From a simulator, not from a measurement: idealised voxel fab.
process module | voxel capacitor over wiring
cross-section cut | 290 nm wide | cells 5 nm
A cross-section is a grid of square cells, given in bands from the top down. A band is one or more rows of cells.
Each band's line starts with the height of the band's top and of its bottom, in nm. Then come its materials from left to right, each with its width in nm. One material with "throughout" fills the band from edge to edge. "air" is empty space.
Height 0 is the level under which the wafer as received is all one material. The lowest band goes on downwards, as in "0 down".
A width such as "30 to 40" changes by the same amount from each row of cells to the next, from the band's top row to its bottom row.
"no change" after a step means that no cell of the cross-section changed.
closed voids: empty space of 8 cells or more with no open way to the top, each as width x height at its distance from the left edge, in nm
after a step's settings: what the simulator itself notes on the step
overlay nm, on a step with a mask: how far to the right of its planned place the mask lay; to the left if negative
plan
1 op RECEIVE | material Si
2 op CONFORMAL_DEP | material SiO2 | thk nm 10
3 op CONFORMAL_DEP | material SiCN | thk nm 5
4 op DIRECTIONAL_DEP | material lowk | thk nm 15
5 op MASKED_ETCH | tone open | mask id METAL_1 | width nm 30 | pitch nm 100 | etch materials lowk | depth nm 15 | overlay nm 0
6 op MASKED_ETCH | tone open | mask id METAL_1 | width nm 30 | pitch nm 100 | etch materials SiCN | depth nm 5 | overlay nm 0
7 op CONFORMAL_DEP | material TiN | thk nm 5
8 op FILL_DEP | material Ru | thk nm 10
9 op CMP | height nm 30
10 op CONFORMAL_DEP | material SiCN | thk nm 5
11 op DIRECTIONAL_DEP | material lowk | thk nm 15
12 op DIRECTIONAL_DEP | material aC | thk nm 15
13 op PATTERN | tone open | mask id PLUG_1 | material resist | width nm 15 | thk nm 30 | overlay nm 0
14 op DIRECTIONAL_ETCH | etch materials aC | depth nm 15
15 op STRIP | etch materials resist
16 op DIRECTIONAL_ETCH | etch materials lowk | depth nm 15
17 op DIRECTIONAL_ETCH | etch materials SiCN | depth nm 5
18 op STRIP | etch materials aC
19 op EPI | material Ru | thk nm 10
20 op EPI | material Ru | thk nm 10
21 op DIRECTIONAL_DEP | material TiN | thk nm 5
22 op DIRECTIONAL_DEP | material Al2O3 | thk nm 5
23 op DIRECTIONAL_DEP | material TiN | thk nm 10
24 op MASKED_ETCH | tone cover | mask id UPPER_PLATE | width nm 75 | etch materials TiN | depth nm 10 | overlay nm 0
25 op MASKED_ETCH | tone cover | mask id UPPER_PLATE | width nm 75 | etch materials Al2O3 | depth nm 5 | overlay nm 0
26 op DIRECTIONAL_DEP | material aC | thk nm 15
27 op PATTERN | tone cover | mask id LOWER_PLATE | material resist | width nm 85 | thk nm 35 | overlay nm 0
28 op DIRECTIONAL_ETCH | etch materials aC | depth nm 15
29 op STRIP | etch materials resist
30 op DIRECTIONAL_ETCH | etch materials TiN | depth nm 5
31 op STRIP | etch materials aC
32 op FILL_DEP | material SiO2 | thk nm 15
33 op CMP | height nm 80
34 op PATTERN | tone open | mask id PLUG_2 | material resist | width nm 15 | thk nm 15 | overlay nm 0
35 op DIRECTIONAL_ETCH | etch materials SiO2 | depth nm 10
36 op STRIP | etch materials resist
37 op CONFORMAL_DEP | material TiN | thk nm 5
38 op FILL_DEP | material Cu | thk nm 10
39 op CMP | height nm 80
40 op CONFORMAL_DEP | material SiN | thk nm 5
varied across the wafers: thk nm of step 7. The plan shows the first wafer's value. All wafers start alike
first wafer as received, after step 1
  0 down: Si throughout
  closed voids: none
each wafer at the end: cells of each material gained (+) or lost (-) since it was received, then its closed voids
thk nm 5 | +15 Al2O3 | +1 Cu | +36 Ru | +101 SiCN | +58 SiN | +396 SiO2 | +76 TiN | +303 lowk | closed voids: none
thk nm 10 | +15 Al2O3 | +1 Cu | +20 Ru | +101 SiCN | +58 SiN | +396 SiO2 | +92 TiN | +303 lowk | closed voids: none
thk nm 15 | +15 Al2O3 | +1 Cu | +12 Ru | +101 SiCN | +58 SiN | +396 SiO2 | +100 TiN | +303 lowk | closed voids: none
thk nm 20 | +15 Al2O3 | +1 Cu | +12 Ru | +101 SiCN | +58 SiN | +396 SiO2 | +100 TiN | +303 lowk | closed voids: none
